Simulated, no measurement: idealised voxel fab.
The document below concerns the process module designated voxel gate over fins.
Each square cell in cross-section cut measures 5 nm, and the section as a whole is 245 nm wide.
Cross-section format: a grid of square cells, given as bands from top to bottom; each band is one or more rows of cells. Read a band's entry like this: the first values are the height of its top and the height of its bottom in nm, and what follows is the sequence of materials from left to right, each with its width in nm. Note that "air" is empty space, and that a single material marked "everywhere" reaches across the band from edge to edge. Height reference: 0 = level under which incoming wafer is all one material. Lowest band: no bottom, runs on downward, e.g. "0 -> down". Width spec "30 to 40" -> top row of cells at first value, bottom row at second value, equal per-row change in between. "all unchanged" after a step means that no cell of the cross-section changed. Entry "Enclosed empty spaces" = empty spaces >= 8 cells with no open way to the top; each as width x height at distance, distance from left edge, all nm. What comes after the settings on a step's line is commentary from the simulator itself on that step. "overlay nm" answers the question of how far to the right of plan the mask lay on a step that has a mask, and when it is negative the answer is to the left.
[The following list gives the planned process steps]
1: RECEIVE, material Si
2: CONFORMAL_DEP, material SiN, thk nm 10
3: PATTERN, tone cover, mask id FINS, material resist, width nm 15, pitch nm 50, thk nm 15, overlay nm 0
4: DIRECTIONAL_ETCH, etch materials SiN, depth nm 10
5: DIRECTIONAL_ETCH, etch materials Si, depth nm 40
6: STRIP, etch materials resist
7: FILL_DEP, material SiO2, thk nm 10
8: CMP, height nm 10
9: PATTERN, tone open, mask id RAIL, material resist, width nm 15, thk nm 15, overlay nm 0
10: DIRECTIONAL_ETCH, etch materials SiO2, depth nm 45
11: STRIP, etch materials resist
12: CONFORMAL_DEP, material TiN, thk nm 5
13: FILL_DEP, material W, thk nm 10
14: CMP, height nm 10
15: SELECTIVE_ETCH, etch materials W Ru TiN, depth nm 30
16: FILL_DEP, material SiO2, thk nm 5
17: CMP, height nm 10
18: SELECTIVE_ETCH, etch materials SiO2, depth nm 20
19: STRIP, etch materials SiN
20: CONFORMAL_DEP, material HfO2, thk nm 5
21: CONFORMAL_DEP, material TiN, thk nm 5
22: CONFORMAL_DEP, material TiAl, thk nm 5
23: CONFORMAL_DEP, material TiN, thk nm 5
24: FILL_DEP, material W, thk nm 10
25: CMP, height nm 25
26: CONFORMAL_DEP, material SiN, thk nm 10
[Shown in cross-section is the wafer as received, that is, as it stands after step 1]
- 0 -> down = Si everywhere
- Enclosed empty spaces: none
[End-of-module cross-section of the first of two wafers, processed as planned]
- 35 -> 25 = SiN everywhere
- 25 -> 20 = W everywhere
- 20 -> 15 = 45 of W | 155 of TiN | 45 of W
- 15 -> 10 = 45 of W | 5 of TiN | 45 of TiAl | 5 of TiN | 45 of TiAl | 5 of TiN | 45 of TiAl | 5 of TiN | 45 of W
- 10 -> 5 = 50 of TiN | 5 of TiAl | 35 of TiN | 5 of TiAl | 5 of TiN | 5 of TiAl | 35 of TiN | 5 of TiAl | 5 of TiN | 5 of TiAl | 35 of TiN | 5 of TiAl | 50 of TiN
- 5 -> 0 = 55 of TiAl | 5 of TiN | 25 of HfO2 | 5 of TiN | 15 of TiAl | 5 of TiN | 25 of HfO2 | 5 of TiN | 15 of TiAl | 5 of TiN | 25 of HfO2 | 5 of TiN | 55 of TiAl
- 0 -> -5 = 60 of TiN | 5 of HfO2 | 15 of Si | 5 of HfO2 | 25 of TiN | 5 of HfO2 | 15 of Si | 5 of HfO2 | 25 of TiN | 5 of HfO2 | 15 of Si | 5 of HfO2 | 60 of TiN
- -5 -> -10 = 65 of HfO2 | 15 of Si | 35 of HfO2 | 15 of Si | 35 of HfO2 | 15 of Si | 65 of HfO2
- -10 -> -20 = 65 of SiO2 | 15 of Si | 35 of SiO2 | 15 of Si | 35 of SiO2 | 15 of Si | 65 of SiO2
- -20 -> -30 = 65 of SiO2 | 15 of Si | 10 of SiO2 | 5 of TiN | 5 of W | 5 of TiN | 10 of SiO2 | 15 of Si | 35 of SiO2 | 15 of Si | 65 of SiO2
- -30 -> -35 = 65 of SiO2 | 15 of Si | 10 of SiO2 | 15 of TiN | 10 of SiO2 | 15 of Si | 35 of SiO2 | 15 of Si | 65 of SiO2
- -35 -> -40 = 65 of SiO2 | 15 of Si | 35 of SiO2 | 15 of Si | 35 of SiO2 | 15 of Si | 65 of SiO2
- -40 -> down = Si everywhere
- Enclosed empty spaces: none
[Cross-section, second wafer: same start as the first, same plan as the first, one mistake in running it; taken at the end of the module]
- 35 -> 25 = SiN everywhere
- 25 -> 20 = W everywhere
- 20 -> 15 = 45 of W | 155 of TiN | 45 of W
- 15 -> 10 = 45 of W | 5 of TiN | 45 of TiAl | 5 of TiN | 45 of TiAl | 5 of TiN | 45 of TiAl | 5 of TiN | 45 of W
- 10 -> 5 = 50 of TiN | 5 of TiAl | 35 of TiN | 5 of TiAl | 5 of TiN | 5 of TiAl | 35 of TiN | 5 of TiAl | 5 of TiN | 5 of TiAl | 35 of TiN | 5 of TiAl | 50 of TiN
- 5 -> 0 = 55 of TiAl | 5 of TiN | 25 of HfO2 | 5 of TiN | 15 of TiAl | 5 of TiN | 25 of HfO2 | 5 of TiN | 15 of TiAl | 5 of TiN | 25 of HfO2 | 5 of TiN | 55 of TiAl
- 0 -> -5 = 60 of TiN | 5 of HfO2 | 15 of Si | 5 of HfO2 | 25 of TiN | 5 of HfO2 | 15 of Si | 5 of HfO2 | 25 of TiN | 5 of HfO2 | 15 of Si | 5 of HfO2 | 60 of TiN
- -5 -> -10 = 65 of HfO2 | 15 of Si | 35 of HfO2 | 15 of Si | 35 of HfO2 | 15 of Si | 65 of HfO2
- -10 -> -20 = 65 of SiO2 | 15 of Si | 35 of SiO2 | 15 of Si | 35 of SiO2 | 15 of Si | 65 of SiO2
- -20 -> -25 = 65 of SiO2 | 15 of Si | 10 of SiO2 | 5 of TiN | 5 of W | 5 of TiN | 10 of SiO2 | 15 of Si | 35 of SiO2 | 15 of Si | 65 of SiO2
- -25 -> -30 = 65 of SiO2 | 15 of Si | 10 of SiO2 | 15 of TiN | 10 of SiO2 | 15 of Si | 35 of SiO2 | 15 of Si | 65 of SiO2
- -30 -> down = Si everywhere
- Enclosed empty spaces: none
what went wrong: step 5 changed vs plan, executed as DIRECTIONAL_ETCH, etch materials Si, depth nm 30
Heads up, by the end the second wafer has more or fewer cells of some materials compared to the first: 80 more of Si, 77 fewer of SiO2, 2 fewer of TiN, 1 fewer of W
